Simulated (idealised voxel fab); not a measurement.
Process module in this document: voxel ribs on slabs
Each square cell in cross-section cut measures 5 nm, and the section as a whole is 185 nm wide.
Just so we're on the same page, the cross-sections are grids of square cells, and they're listed out in bands top to bottom, each band one or more rows deep.
In this notation a band is specified by the heights of its top and bottom, in that order and in nm, after which its materials appear from left to right, each paired with its width in nm. The word "throughout" attached to a single material means that material fills the band from edge to edge; the word "empty" stands for empty space.
Where do heights start? At 0: under that level the wafer as delivered is made of one material only. And the lowest band has no floor; it just carries on downward, as in "0..down".
So if you see something like "30->40" for the width, read it as the top row of the band sitting at the first number and the bottom row at the second, with every row in between moving by the same amount as the last.
"remains unaltered" for a step: no cell of the cross-section changed in that step.
What "Closed void register" gives you is every empty space of 8 cells or more that is cut off from the top. Each appears as width x height at distance, with the distance taken from the left edge and width, height and distance all in nm.
Read whatever lies past the settings on a step's line as the simulator's own remark about the step.
A step line may carry the setting "overlay nm", which, for steps involving a mask, states the distance by which the mask lay to the right of its intended position; negative values denote displacement to the left.
Guide to the pairs. Each holds a before and an after cross-section around one process step; the after cross-section is cut off at the lowest band that changed. Look under the pair for the step between them and its settings. Pairs can come from different runs of this module on the same starting wafer, so a pair follows on from the one above it only where its entry headed "Before this step" says it does.
**Before this step**
0..down = Si throughout
Closed void register: none
**Sectional View, Post-Process**
30..0 = SiO2 throughout
At heights below 0, the structure remains unaltered.
Closed void register: none
Between before and after as drawn above: DIRECTIONAL_DEP, material SiO2, thk nm 30
Before this step: It is represented by the cross-section appearing after the step of the pair directly above.
**Sectional View, Post-Process**
50..30 = SiN throughout
At heights below 30, the structure remains unaltered.
Closed void register: none
Between before and after as drawn above: DIRECTIONAL_DEP, material SiN, thk nm 20
Before this step: It is represented by the cross-section appearing after the step of the pair directly above.
**Sectional View, Post-Process**
50..35 = empty=85 / SiN=15 / empty=85
At heights below 35, the structure remains unaltered.
Closed void register: none
Between before and after as drawn above: MASKED_ETCH, tone cover, mask id RIB, width nm 15, etch materials SiN, depth nm 15, overlay nm 0
Before this step: It is represented by the cross-section appearing after the step of the pair directly above.
**Sectional View, Post-Process**
50..35 = empty=85 / SiN=15 / empty=85
35..30 = empty=60 / SiN=65 / empty=60
At heights below 30, the structure remains unaltered.
Closed void register: none
Between before and after as drawn above: MASKED_ETCH, tone cover, mask id SLAB, width nm 65, etch materials SiN, depth nm 5, overlay nm 0
Before this step: It is represented by the cross-section appearing after the step of the pair directly above.
**Sectional View, Post-Process**
70..50 = SiO2 throughout
50..35 = SiO2=85 / SiN=15 / SiO2=85
35..30 = SiO2=60 / SiN=65 / SiO2=60
At heights below 30, the structure remains unaltered.
Closed void register: none
Between before and after as drawn above: FILL_DEP, material SiO2, thk nm 20
Before this step: It is represented by the cross-section appearing after the step of the pair directly above.
**Sectional View, Post-Process**
60..50 = SiO2 throughout
At heights below 50, the structure remains unaltered.
Closed void register: none
Between before and after as drawn above: CMP, height nm 60
Before this step: It is represented by the cross-section appearing after the step of the pair directly above.
**Sectional View, Post-Process**
70..60 = TiN throughout
At heights below 60, the structure remains unaltered.
Closed void register: none
Between before and after as drawn above: DIRECTIONAL_DEP, material TiN, thk nm 10
Before this step: It is represented by the cross-section appearing after the step of the pair directly above.
**Sectional View, Post-Process**
70..60 = empty=80 / TiN=25 / empty=80
At heights below 60, the structure remains unaltered.
Closed void register: none
Between before and after as drawn above: MASKED_ETCH, tone cover, mask id HEATER, width nm 25, etch materials TiN, depth nm 10, overlay nm 0
Before this step: It is represented by the cross-section appearing after the step of the pair directly above.
**Sectional View, Post-Process**
75..70 = empty=75 / SiN=35 / empty=75
70..65 = empty=75 / SiN=5 / TiN=25 / SiN=5 / empty=75
65..60 = SiN=80 / TiN=25 / SiN=80
At heights below 60, the structure remains unaltered.
Closed void register: none
Between before and after as drawn above: CONFORMAL_DEP, material SiN, thk nm 5
**Before this step**
50..30 = SiN throughout
30..0 = SiO2 throughout
0..down = Si throughout
Closed void register: none
**Sectional View, Post-Process**
70..30 = SiN throughout
At heights below 30, the structure remains unaltered.
Closed void register: none
Between before and after as drawn above: DIRECTIONAL_DEP, material SiN, thk nm 20
Before this step: It is represented by the cross-section appearing after the step of the pair directly above.
**Sectional View, Post-Process**
70..55 = empty=85 / SiN=15 / empty=85
At heights below 55, the structure remains unaltered.
Closed void register: none
Between before and after as drawn above: MASKED_ETCH, tone cover, mask id RIB, width nm 15, etch materials SiN, depth nm 15, overlay nm 0
Before this step: It is represented by the cross-section appearing after the step of the pair directly above.
**Sectional View, Post-Process**
70..55 = empty=85 / SiN=15 / empty=85
55..50 = empty=60 / SiN=65 / empty=60
At heights below 50, the structure remains unaltered.
Closed void register: none
Between before and after as drawn above: MASKED_ETCH, tone cover, mask id SLAB, width nm 65, etch materials SiN, depth nm 5, overlay nm 0
Before this step: It is represented by the cross-section appearing after the step of the pair directly above.
**Sectional View, Post-Process**
90..70 = SiO2 throughout
70..55 = SiO2=85 / SiN=15 / SiO2=85
55..50 = SiO2=60 / SiN=65 / SiO2=60
At heights below 50, the structure remains unaltered.
Closed void register: none
Between before and after as drawn above: FILL_DEP, material SiO2, thk nm 20
Before this step: It is represented by the cross-section appearing after the step of the pair directly above.
**Sectional View, Post-Process**
60..50 = SiO2=85->60 / SiN=15->65 / SiO2=85->60
At heights below 50, the structure remains unaltered.
Closed void register: none
Between before and after as drawn above: CMP, height nm 60
Before this step: It is represented by the cross-section appearing after the step of the pair directly above.
**Sectional View, Post-Process**
70..60 = TiN throughout
At heights below 60, the structure remains unaltered.
Closed void register: none
Between before and after as drawn above: DIRECTIONAL_DEP, material TiN, thk nm 10
Before this step: It is represented by the cross-section appearing after the step of the pair directly above.
**Sectional View, Post-Process**
70..60 = empty=80 / TiN=25 / empty=80
At heights below 60, the structure remains unaltered.
Closed void register: none
Between before and after as drawn above: MASKED_ETCH, tone cover, mask id HEATER, width nm 25, etch materials TiN, depth nm 10, overlay nm 0
Before this step: It is represented by the cross-section appearing after the step of the pair directly above.
**Sectional View, Post-Process**
75..70 = empty=75 / SiN=35 / empty=75
70..65 = empty=75 / SiN=5 / TiN=25 / SiN=5 / empty=75
65..60 = SiN=80 / TiN=25 / SiN=80
At heights below 60, the structure remains unaltered.
Closed void register: none
Between before and after as drawn above: CONFORMAL_DEP, material SiN, thk nm 5
**Before this step**
0..down = Si throughout
Closed void register: none
**Sectional View, Post-Process**
20..0 = SiN throughout
At heights below 0, the structure remains unaltered.
Closed void register: none
Between before and after as drawn above: DIRECTIONAL_DEP, material SiN, thk nm 20
Before this step: It is represented by the cross-section appearing after the step of the pair directly above.
**Sectional View, Post-Process**
50..20 = SiO2 throughout
At heights below 20, the structure remains unaltered.
Closed void register: none
Between before and after as drawn above: DIRECTIONAL_DEP, material SiO2, thk nm 30
Before this step: It is represented by the cross-section appearing after the step of the pair directly above.
**Sectional View, Post-Process**
70..20 = SiO2 throughout
At heights below 20, the structure remains unaltered.
Closed void register: none
Between before and after as drawn above: FILL_DEP, material SiO2, thk nm 20
Before this step: It is represented by the cross-section appearing after the step of the pair directly above.
**Sectional View, Post-Process**
60..20 = SiO2 throughout
At heights below 20, the structure remains unaltered.
Closed void register: none
Between before and after as drawn above: CMP, height nm 60
Before this step: It is represented by the cross-section appearing after the step of the pair directly above.
**Sectional View, Post-Process**
70..60 = TiN throughout
At heights below 60, the structure remains unaltered.
Closed void register: none
Between before and after as drawn above: DIRECTIONAL_DEP, material TiN, thk nm 10
Before this step: It is represented by the cross-section appearing after the step of the pair directly above.
**Sectional View, Post-Process**
70..60 = empty=80 / TiN=25 / empty=80
At heights below 60, the structure remains unaltered.
Closed void register: none
Between before and after as drawn above: MASKED_ETCH, tone cover, mask id HEATER, width nm 25, etch materials TiN, depth nm 10, overlay nm 0
Before this step: It is represented by the cross-section appearing after the step of the pair directly above.
**Sectional View, Post-Process**
75..70 = empty=75 / SiN=35 / empty=75
70..65 = empty=75 / SiN=5 / TiN=25 / SiN=5 / empty=75
65..60 = SiN=80 / TiN=25 / SiN=80
At heights below 60, the structure remains unaltered.
Closed void register: none
Between before and after as drawn above: CONFORMAL_DEP, material SiN, thk nm 5
**Before this step**
50..30 = SiN throughout
30..0 = SiO2 throughout
0..down = Si throughout
Closed void register: none
**Sectional View, Post-Process**
50..40 = empty=85 / SiN=15 / empty=85
At heights below 40, the structure remains unaltered.
Closed void register: none
Between before and after as drawn above: MASKED_ETCH, tone cover, mask id RIB, width nm 15, etch materials SiN, depth nm 10, overlay nm 0
Before this step: It is represented by the cross-section appearing after the step of the pair directly above.
**Sectional View, Post-Process**
50..40 = empty=85 / SiN=15 / empty=85
40..35 = empty=60 / SiN=65 / empty=60
At heights below 35, the structure remains unaltered.
Closed void register: none
Between before and after as drawn above: MASKED_ETCH, tone cover, mask id SLAB, width nm 65, etch materials SiN, depth nm 5, overlay nm 0
Before this step: It is represented by the cross-section appearing after the step of the pair directly above.
**Sectional View, Post-Process**
70..50 = SiO2 throughout
50..40 = SiO2=85 / SiN=15 / SiO2=85
40..35 = SiO2=60 / SiN=65 / SiO2=60
At heights below 35, the structure remains unaltered.
Closed void register: none
Between before and after as drawn above: FILL_DEP, material SiO2, thk nm 20
Before this step: It is represented by the cross-section appearing after the step of the pair directly above.
**Sectional View, Post-Process**
60..50 = SiO2 throughout
At heights below 50, the structure remains unaltered.
Closed void register: none
Between before and after as drawn above: CMP, height nm 60
Before this step: It is represented by the cross-section appearing after the step of the pair directly above.
**Sectional View, Post-Process**
70..60 = TiN throughout
At heights below 60, the structure remains unaltered.
Closed void register: none
Between before and after as drawn above: DIRECTIONAL_DEP, material TiN, thk nm 10
Before this step: It is represented by the cross-section appearing after the step of the pair directly above.
**Sectional View, Post-Process**
70..60 = empty=80 / TiN=25 / empty=80
At heights below 60, the structure remains unaltered.
Closed void register: none
Between before and after as drawn above: MASKED_ETCH, tone cover, mask id HEATER, width nm 25, etch materials TiN, depth nm 10, overlay nm 0
Before this step: It is represented by the cross-section appearing after the step of the pair directly above.
**Sectional View, Post-Process**
75..70 = empty=75 / SiN=35 / empty=75
70..65 = empty=75 / SiN=5 / TiN=25 / SiN=5 / empty=75
65..60 = SiN=80 / TiN=25 / SiN=80
At heights below 60, the structure remains unaltered.
Closed void register: none
Between before and after as drawn above: CONFORMAL_DEP, material SiN, thk nm 5
**Before this step**
50..35 = empty=85 / SiN=15 / empty=85
35..30 = SiN throughout
30..0 = SiO2 throughout
0..down = Si throughout
Closed void register: none
**Sectional View, Post-Process**
50..35 = empty=85 / SiN=15 / empty=85
35..30 = empty=55 / SiN=75 / empty=55
At heights below 30, the structure remains unaltered.
Closed void register: none
Between before and after as drawn above: MASKED_ETCH, tone cover, mask id SLAB, width nm 75, etch materials SiN, depth nm 5, overlay nm 0
Before this step: It is represented by the cross-section appearing after the step of the pair directly above.
**Sectional View, Post-Process**
70..50 = SiO2 throughout
50..35 = SiO2=85 / SiN=15 / SiO2=85
35..30 = SiO2=55 / SiN=75 / SiO2=55
At heights below 30, the structure remains unaltered.
Closed void register: none
Between before and after as drawn above: FILL_DEP, material SiO2, thk nm 20
Before this step: It is represented by the cross-section appearing after the step of the pair directly above.
**Sectional View, Post-Process**
60..50 = SiO2 throughout
At heights below 50, the structure remains unaltered.
Closed void register: none
Between before and after as drawn above: CMP, height nm 60
Before this step: It is represented by the cross-section appearing after the step of the pair directly above.
**Sectional View, Post-Process**
70..60 = TiN throughout
At heights below 60, the structure remains unaltered.
Closed void register: none
Between before and after as drawn above: DIRECTIONAL_DEP, material TiN, thk nm 10
Before this step: It is represented by the cross-section appearing after the step of the pair directly above.
**Sectional View, Post-Process**
70..60 = empty=80 / TiN=25 / empty=80
At heights below 60, the structure remains unaltered.
Closed void register: none
Between before and after as drawn above: MASKED_ETCH, tone cover, mask id HEATER, width nm 25, etch materials TiN, depth nm 10, overlay nm 0
Before this step: It is represented by the cross-section appearing after the step of the pair directly above.
**Sectional View, Post-Process**
75..70 = empty=75 / SiN=35 / empty=75
70..65 = empty=75 / SiN=5 / TiN=25 / SiN=5 / empty=75
65..60 = SiN=80 / TiN=25 / SiN=80
At heights below 60, the structure remains unaltered.
Closed void register: none
Between before and after as drawn above: CONFORMAL_DEP, material SiN, thk nm 5
**Before this step**
70..60 = TiN throughout
60..50 = SiO2 throughout
50..35 = SiO2=85 / SiN=15 / SiO2=85
35..30 = SiO2=60 / SiN=65 / SiO2=60
30..0 = SiO2 throughout
0..down = Si throughout
Closed void register: none
**Sectional View, Post-Process**
70..60 = empty=90 / TiN=25 / empty=70
At heights below 60, the structure remains unaltered.
Closed void register: none
Between before and after as drawn above: MASKED_ETCH, tone cover, mask id HEATER, width nm 25, etch materials TiN, depth nm 10, overlay nm 10
Before this step: It is represented by the cross-section appearing after the step of the pair directly above.
**Sectional View, Post-Process**
75..70 = empty=85 / SiN=35 / empty=65
70..65 = empty=85 / SiN=5 / TiN=25 / SiN=5 / empty=65
65..60 = SiN=90 / TiN=25 / SiN=70
At heights below 60, the structure remains unaltered.
Closed void register: none
Between before and after as drawn above: CONFORMAL_DEP, material SiN, thk nm 5
**Before this step**
60..50 = SiO2 throughout
50..35 = SiO2=85 / SiN=15 / SiO2=85
35..30 = SiO2=60 / SiN=65 / SiO2=60
30..0 = SiO2 throughout
0..down = Si throughout
Closed void register: none
**Sectional View, Post-Process**
70..50 = SiO2 throughout
At heights below 50, the structure remains unaltered.
Closed void register: none
Between before and after as drawn above: DIRECTIONAL_DEP, material SiO2, thk nm 10
Before this step: It is represented by the cross-section appearing after the step of the pair directly above.
**Sectional View, Post-Process**
75..70 = SiN throughout
At heights below 70, the structure remains unaltered.
Closed void register: none
Between before and after as drawn above: CONFORMAL_DEP, material SiN, thk nm 5
**Before this step**
50..30 = SiN throughout
30..0 = SiO2 throughout
0..down = Si throughout
Closed void register: none
**Sectional View, Post-Process**
50..35 = SiN=85 / empty=15 / SiN=85
At heights below 35, the structure remains unaltered.
Closed void register: none
Between before and after as drawn above: MASKED_ETCH, tone open, mask id RIB, width nm 15, etch materials SiN, depth nm 15, overlay nm 0
Before this step: It is represented by the cross-section appearing after the step of the pair directly above.
**Sectional View, Post-Process**
50..45 = empty=60 / SiN=25 / empty=15 / SiN=25 / empty=60
At heights below 45, the structure remains unaltered.
Closed void register: none
Between before and after as drawn above: MASKED_ETCH, tone cover, mask id SLAB, width nm 65, etch materials SiN, depth nm 5, overlay nm 0
Before this step: It is represented by the cross-section appearing after the step of the pair directly above.
**Sectional View, Post-Process**
70..50 = SiO2 throughout
50..45 = SiO2=60 / SiN=25 / SiO2=15 / SiN=25 / SiO2=60
45..35 = SiN=85 / SiO2=15 / SiN=85
At heights below 35, the structure remains unaltered.
Closed void register: none
Between before and after as drawn above: FILL_DEP, material SiO2, thk nm 20
Before this step: It is represented by the cross-section appearing after the step of the pair directly above.
**Sectional View, Post-Process**
60..50 = SiO2 throughout
At heights below 50, the structure remains unaltered.
Closed void register: none
Between before and after as drawn above: CMP, height nm 60
Before this step: It is represented by the cross-section appearing after the step of the pair directly above.
**Sectional View, Post-Process**
70..60 = TiN throughout
At heights below 60, the structure remains unaltered.
Closed void register: none
Between before and after as drawn above: DIRECTIONAL_DEP, material TiN, thk nm 10
Before this step: It is represented by the cross-section appearing after the step of the pair directly above.
**Sectional View, Post-Process**
70..60 = empty=80 / TiN=25 / empty=80
At heights below 60, the structure remains unaltered.
Closed void register: none
Between before and after as drawn above: MASKED_ETCH, tone cover, mask id HEATER, width nm 25, etch materials TiN, depth nm 10, overlay nm 0
Before this step: It is represented by the cross-section appearing after the step of the pair directly above.
**Sectional View, Post-Process**
75..70 = empty=75 / SiN=35 / empty=75
70..65 = empty=75 / SiN=5 / TiN=25 / SiN=5 / empty=75
65..60 = SiN=80 / TiN=25 / SiN=80
At heights below 60, the structure remains unaltered.
Closed void register: none
Between before and after as drawn above: CONFORMAL_DEP, material SiN, thk nm 5
